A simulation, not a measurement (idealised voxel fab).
This section sets out a process module, namely voxel self aligned vias.
The width of the displayed cross-section, cut, is 245 nm; its cells are square, with a size of 5 nm.
In this document a cross-section is written as a grid of square cells. It is given as a series of bands, listed from the top down, and a band is one or more rows of cells. The band entry comprises the height of the band's top followed by the height of its bottom, expressed in nm, and subsequently the band's materials from left to right, each stated together with its width in nm. Where a single material is marked with the word "all across", that material fills the band from edge to edge. The word "blank" represents empty space. Counting heights begins at 0, where everything beneath is, in the wafer as received, one material. The lowest band has no bottom; it goes on downwards, as "0 and below" shows. Width "30->40": first value at the band's top row of cells, second value at its bottom row, equal change from row to row. You'll sometimes find "remains unaltered" written for a step, and that's the way of saying that nowhere in the cross-section did a cell change during that step. Reported under the label "Closed-off voids" are the empty spaces having no open way to the top and comprising 8 cells or more; the notation for each is width x height at distance, in which the distance is measured from the left edge and all three values are in nm. On a step's line, text after the settings is the simulator commenting on that step. The optional step-line setting "overlay nm" applies to steps with a mask and quantifies how far to the right of its planned location the mask lay, a negative value indicating leftward placement.
Intended process steps
- 1: RECEIVE (material Si)
- 2: CONFORMAL_DEP (material SiO2; thk nm 15)
- 3: CONFORMAL_DEP (material SiCN; thk nm 5)
- 4: DIRECTIONAL_DEP (material SiO2; thk nm 25)
- 5: MASKED_ETCH (tone open; mask id LINES; width nm 25; pitch nm 65; etch materials SiO2; depth nm 25; overlay nm 0)
- 6: CONFORMAL_DEP (material TiN; thk nm 5)
- 7: FILL_DEP (material Ru; thk nm 5)
- 8: CMP (height nm 45)
- 9: SELECTIVE_ETCH (etch materials W Ru TiN; depth nm 5)
- 10: FILL_DEP (material SiN; thk nm 5)
- 11: CMP (height nm 45)
- 12: DIRECTIONAL_DEP (material SiO2; thk nm 15)
- 13: DIRECTIONAL_DEP (material aC; thk nm 10)
- 14: PATTERN (tone open; mask id VIAS; material resist; width nm 45; pitch nm 130; thk nm 25; overlay nm 0)
- 15: DIRECTIONAL_ETCH (etch materials aC; depth nm 10)
- 16: STRIP (etch materials resist)
- 17: DIRECTIONAL_ETCH (etch materials SiO2; depth nm 15)
- 18: DIRECTIONAL_ETCH (etch materials SiN; depth nm 5)
- 19: STRIP (etch materials aC)
- 20: CONFORMAL_DEP (material TiN; thk nm 5)
- 21: FILL_DEP (material Ru; thk nm 10)
- 22: CMP (height nm 60)
- 23: CONFORMAL_DEP (material SiN; thk nm 5)
Incoming wafer, cross-sectional view, post step 1
- 0 and below  Si all across
- Closed-off voids: none
Wafer at module end, in section. Began as above, planned as above, run with one mistake
- 65 down to 60  SiN all across
- 60 down to 50  SiO2=35 / TiN=5 / Ru=35 / TiN=5 / SiO2=85 / TiN=5 / Ru=35 / TiN=5 / SiO2=35
- 50 down to 45  SiO2=35 / TiN=15 / Ru=15 / TiN=15 / SiO2=85 / TiN=15 / Ru=15 / TiN=15 / SiO2=35
- 45 down to 40  SiO2=45 / TiN=25 / SiO2=40 / aC=25 / SiO2=40 / TiN=25 / SiO2=45
- 40 down to 25  SiO2=45 / TiN=5 / Ru=15 / TiN=5 / SiO2=40 / TiN=5 / Ru=15 / TiN=5 / SiO2=40 / TiN=5 / Ru=15 / TiN=5 / SiO2=45
- 25 down to 20  SiO2=45 / TiN=25 / SiO2=40 / TiN=25 / SiO2=40 / TiN=25 / SiO2=45
- 20 down to 15  SiCN all across
- 15 down to 0  SiO2 all across
- 0 and below  Si all across
- Closed-off voids: none
Finding, execution versus plan: contrary to plan, step 10 was performed as FILL_DEP (material aC; thk nm 5)
